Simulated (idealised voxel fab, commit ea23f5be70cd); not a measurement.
You're looking at the process module voxel ribs on slabs.
This is section cut - it's 255 nm across, gridded in 5 nm square cells.
When this document writes out a cross-section, it uses a grid of square cells and lists it as bands, beginning at the top and moving down, with a band standing for one or more rows of cells.
Band: top height; bottom height; in nm. Then, left to right: material with width in nm, for each material. "all across": a single material spanning edge to edge. "empty": empty space.
The level at which height equals 0 is the one under which the wafer, as it arrives, is entirely one material. No lower edge exists for the bottom band, which continues downward and is notated as in "0 down".
Width: "30 to 40" (first number = top row, second number = bottom row, same change from row to row of cells).
"nothing got changed", as given for a step, is the statement that not any cell of the cross-section underwent a change during that step.
Entrapped void list: empty space of 8 cells or more with no open way to the top, each as width x height at its distance from the left edge, in nm
Text after the settings on a step's line: the simulator's own remark on that step.
overlay nm: mask offset rightward from planned place, masked step; negative means leftward offset.
**Planned process steps**
1) RECEIVE | material Si
2) DIRECTIONAL_DEP | material SiO2 | thk nm 20
3) DIRECTIONAL_DEP | material SiN | thk nm 20
4) DIRECTIONAL_DEP | material aC | thk nm 10
5) PATTERN | tone cover | mask id RIB | material resist | width nm 15 | thk nm 25 | overlay nm 0
6) DIRECTIONAL_ETCH | etch materials aC | depth nm 10
7) STRIP | etch materials resist
8) DIRECTIONAL_ETCH | etch materials SiN | depth nm 10
9) STRIP | etch materials aC
10) PATTERN | tone cover | mask id SLAB | material resist | width nm 75 | thk nm 20 | overlay nm 0
11) DIRECTIONAL_ETCH | etch materials SiN | depth nm 10
12) STRIP | etch materials resist
13) FILL_DEP | material SiO2 | thk nm 20
14) CMP | height nm 50
15) DIRECTIONAL_DEP | material W | thk nm 10
16) MASKED_ETCH | tone cover | mask id HEATER | width nm 25 | etch materials W | depth nm 10 | overlay nm 0
17) CONFORMAL_DEP | material SiO2 | thk nm 5
**Shown in cross-section is the wafer as received, that is, as it stands after step 1**
	0 down  Si all across
	Entrapped void list: none
**The plan above was carried out on the starting structure above with one mistake, and this cross-section shows the wafer at the end of the module**
	65 to 60  110 of empty; 35 of SiO2; 110 of empty
	60 to 55  110 of empty; 5 of SiO2; 25 of W; 5 of SiO2; 110 of empty
	55 to 50  115 of SiO2; 25 of W; 115 of SiO2
	50 to 40  90 of SiO2; 75 of SiN; 90 of SiO2
	40 to 20  SiN all across
	20 to 0  SiO2 all across
	0 down  Si all across
	Entrapped void list: none
Deviation from plan: step 3 of the plan was twice carried out
